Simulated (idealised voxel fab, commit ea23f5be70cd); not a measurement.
The process module that follows is named voxel wiring stack.
We display cut, a cross-section 245 nm in width whose square cells are each 5 nm.
Just so we're on the same page, the cross-sections are grids of square cells, and they're listed out in bands top to bottom, each band one or more rows deep.
First you get the band's top height and its bottom height, in nm, and then the materials it's made of, left to right, with each width in nm. If you see a single material with "everywhere", that one covers the band edge to edge. "empty" is empty space.
Where do heights start? At 0: under that level the wafer as delivered is made of one material only. And the lowest band has no floor; it just carries on downward, as in "from 0 down".
The expression "30 to 40" gives the width at the extremes of the band, the first number at its top row of cells and the second at its bottom row, with the width changing by equal amounts from each row to the next in between.
Any step labelled "left unchanged" changed none of the cells in the cross-section.
Entry "Sealed cavities". Content: empty spaces with no open connection to the top, size 8 cells or greater. Each: width x height at distance. Distance: from left edge. Unit: nm.
Read whatever lies past the settings on a step's line as the simulator's own remark about the step.
The "overlay nm" setting may appear on a step's line; for a step that uses a mask, it gives how far to the right of its planned position the mask lay, and a negative value indicates the left.

[Here's what the planned process steps look like]
1,RECEIVE: material Si
2,CONFORMAL_DEP: material SiO2, thk nm 15
3,DIRECTIONAL_DEP: material TiN, thk nm 5
4,DIRECTIONAL_DEP: material Ru, thk nm 15
5,MASKED_ETCH: tone cover, mask id METAL_1, width nm 30, pitch nm 60, etch materials Ru, depth nm 15, overlay nm 0
6,MASKED_ETCH: tone cover, mask id METAL_1, width nm 30, pitch nm 60, etch materials TiN, depth nm 5, overlay nm 0
7,CONFORMAL_DEP: material SiCN, thk nm 5
8,FILL_DEP: material SiO2, thk nm 5
9,CMP: height nm 35
10,CONFORMAL_DEP: material SiCN, thk nm 5
11,DIRECTIONAL_DEP: material lowk, thk nm 25
12,PATTERN: tone open, mask id METAL_2, material resist, width nm 30, pitch nm 60, thk nm 20, overlay nm 0
13,DIRECTIONAL_ETCH: etch materials lowk, depth nm 15
14,STRIP: etch materials resist
15,PATTERN: tone open, mask id METAL_2_HOLES, material resist, width nm 15, pitch nm 120, thk nm 15, overlay nm 0
16,DIRECTIONAL_ETCH: etch materials lowk, depth nm 10
17,DIRECTIONAL_ETCH: etch materials SiCN, depth nm 5
18,STRIP: etch materials resist
19,CONFORMAL_DEP: material TiN, thk nm 5
20,FILL_DEP: material Cu, thk nm 5
21,CMP: height nm 65
22,CONFORMAL_DEP: material SiCN, thk nm 5
23,DIRECTIONAL_DEP: material SiO2, thk nm 30
24,MASKED_ETCH: tone open, mask id METAL_3, width nm 30, pitch nm 60, etch materials SiO2, depth nm 15, overlay nm 0
25,DIRECTIONAL_DEP: material aC, thk nm 10
26,PATTERN: tone open, mask id METAL_3_HOLES, material resist, width nm 15, pitch nm 120, thk nm 25, overlay nm 0
27,DIRECTIONAL_ETCH: etch materials aC, depth nm 10
28,STRIP: etch materials resist
29,DIRECTIONAL_ETCH: etch materials SiO2, depth nm 15
30,DIRECTIONAL_ETCH: etch materials SiCN, depth nm 5
31,STRIP: etch materials aC
32,CONFORMAL_DEP: material TiN, thk nm 5
33,FILL_DEP: material Cu, thk nm 10
34,CMP: height nm 100
35,CONFORMAL_DEP: material SiCN, thk nm 5
36,DIRECTIONAL_DEP: material lowk, thk nm 10
37,MASKED_ETCH: tone open, mask id PLUG_3, width nm 15, pitch nm 60, etch materials lowk, depth nm 10, overlay nm 0
38,MASKED_ETCH: tone open, mask id PLUG_3, width nm 15, pitch nm 60, etch materials SiCN, depth nm 5, overlay nm 0
39,CONFORMAL_DEP: material TiN, thk nm 5
40,FILL_DEP: material Cu, thk nm 5
41,CMP: height nm 115
42,CONFORMAL_DEP: material SiN, thk nm 5
43,DIRECTIONAL_DEP: material SiO2, thk nm 25
44,PATTERN: tone open, mask id METAL_4, material resist, width nm 30, pitch nm 60, thk nm 15, overlay nm 0
45,DIRECTIONAL_ETCH: etch materials SiO2, depth nm 25
46,DIRECTIONAL_ETCH: etch materials SiN, depth nm 5
47,STRIP: etch materials resist
48,CONFORMAL_DEP: material TiN, thk nm 5
49,FILL_DEP: material W, thk nm 10
50,CMP: height nm 145
51,EPI: material Ru, thk nm 5
52,FILL_DEP: material SiCN, thk nm 5

[Cross-section, incoming material, after step 1]
from 0 down | Si everywhere
Sealed cavities: none

[End-of-module cross-section. Starting structure and process plan as above; one mistake made in running it]
from 155 to 150 | SiCN everywhere
from 150 to 145 | 35 nm SiCN | 50 nm Ru | 10 nm SiCN | 50 nm Ru | 10 nm SiCN | 50 nm Ru | 40 nm SiCN
from 145 to 120 | 40 nm SiO2 | 5 nm TiN | 30 nm W | 5 nm TiN | 20 nm SiO2 | 5 nm TiN | 30 nm W | 5 nm TiN | 20 nm SiO2 | 5 nm TiN | 30 nm W | 5 nm TiN | 45 nm SiO2
from 120 to 115 | 40 nm SiN | 40 nm TiN | 20 nm SiN | 40 nm TiN | 20 nm SiN | 40 nm TiN | 45 nm SiN
from 115 to 105 | 45 nm lowk | 5 nm TiN | 5 nm Cu | 5 nm TiN | 45 nm lowk | 5 nm TiN | 5 nm Cu | 5 nm TiN | 45 nm lowk | 5 nm TiN | 5 nm Cu | 5 nm TiN | 65 nm lowk
from 105 to 100 | 45 nm SiCN | 15 nm TiN | 45 nm SiCN | 15 nm TiN | 45 nm SiCN | 15 nm TiN | 65 nm SiCN
from 100 to 90 | 45 nm SiO2 | 5 nm TiN | 20 nm Cu | 5 nm TiN | 30 nm SiO2 | 5 nm TiN | 20 nm Cu | 5 nm TiN | 30 nm SiO2 | 5 nm TiN | 20 nm Cu | 5 nm TiN | 50 nm SiO2
from 90 to 85 | 45 nm SiO2 | 5 nm TiN | 5 nm Cu | 20 nm TiN | 30 nm SiO2 | 30 nm TiN | 30 nm SiO2 | 5 nm TiN | 5 nm Cu | 20 nm TiN | 50 nm SiO2
from 85 to 70 | 45 nm SiO2 | 5 nm TiN | 5 nm Cu | 5 nm TiN | 105 nm SiO2 | 5 nm TiN | 5 nm Cu | 5 nm TiN | 65 nm SiO2
from 70 to 65 | 45 nm SiCN | 15 nm TiN | 105 nm SiCN | 15 nm TiN | 65 nm SiCN
from 65 to 55 | 45 nm lowk | 5 nm TiN | 20 nm Cu | 5 nm TiN | 30 nm lowk | 5 nm TiN | 20 nm Cu | 5 nm TiN | 30 nm lowk | 5 nm TiN | 20 nm Cu | 5 nm TiN | 50 nm lowk
from 55 to 50 | 45 nm lowk | 5 nm TiN | 5 nm Cu | 20 nm TiN | 30 nm lowk | 30 nm TiN | 30 nm lowk | 5 nm TiN | 5 nm Cu | 20 nm TiN | 50 nm lowk
from 50 to 40 | 45 nm lowk | 5 nm TiN | 5 nm Cu | 5 nm TiN | 105 nm lowk | 5 nm TiN | 5 nm Cu | 5 nm TiN | 65 nm lowk
from 40 to 35 | 45 nm SiCN | 15 nm TiN | 105 nm SiCN | 15 nm TiN | 65 nm SiCN
from 35 to 20 | 40 nm SiO2 | 5 nm SiCN | 30 nm Ru | 5 nm SiCN | 20 nm SiO2 | 5 nm SiCN | 30 nm Ru | 5 nm SiCN | 20 nm SiO2 | 5 nm SiCN | 30 nm Ru | 5 nm SiCN | 45 nm SiO2
from 20 to 15 | 45 nm SiCN | 30 nm TiN | 30 nm SiCN | 30 nm TiN | 30 nm SiCN | 30 nm TiN | 50 nm SiCN
from 15 to 0 | SiO2 everywhere
from 0 down | Si everywhere
Sealed cavities: none
Diagnosis: step 44 went in with a setting other than planned; the actual run was PATTERN: tone open, mask id METAL_4, material resist, width nm 40, pitch nm 60, thk nm 15, overlay nm 0
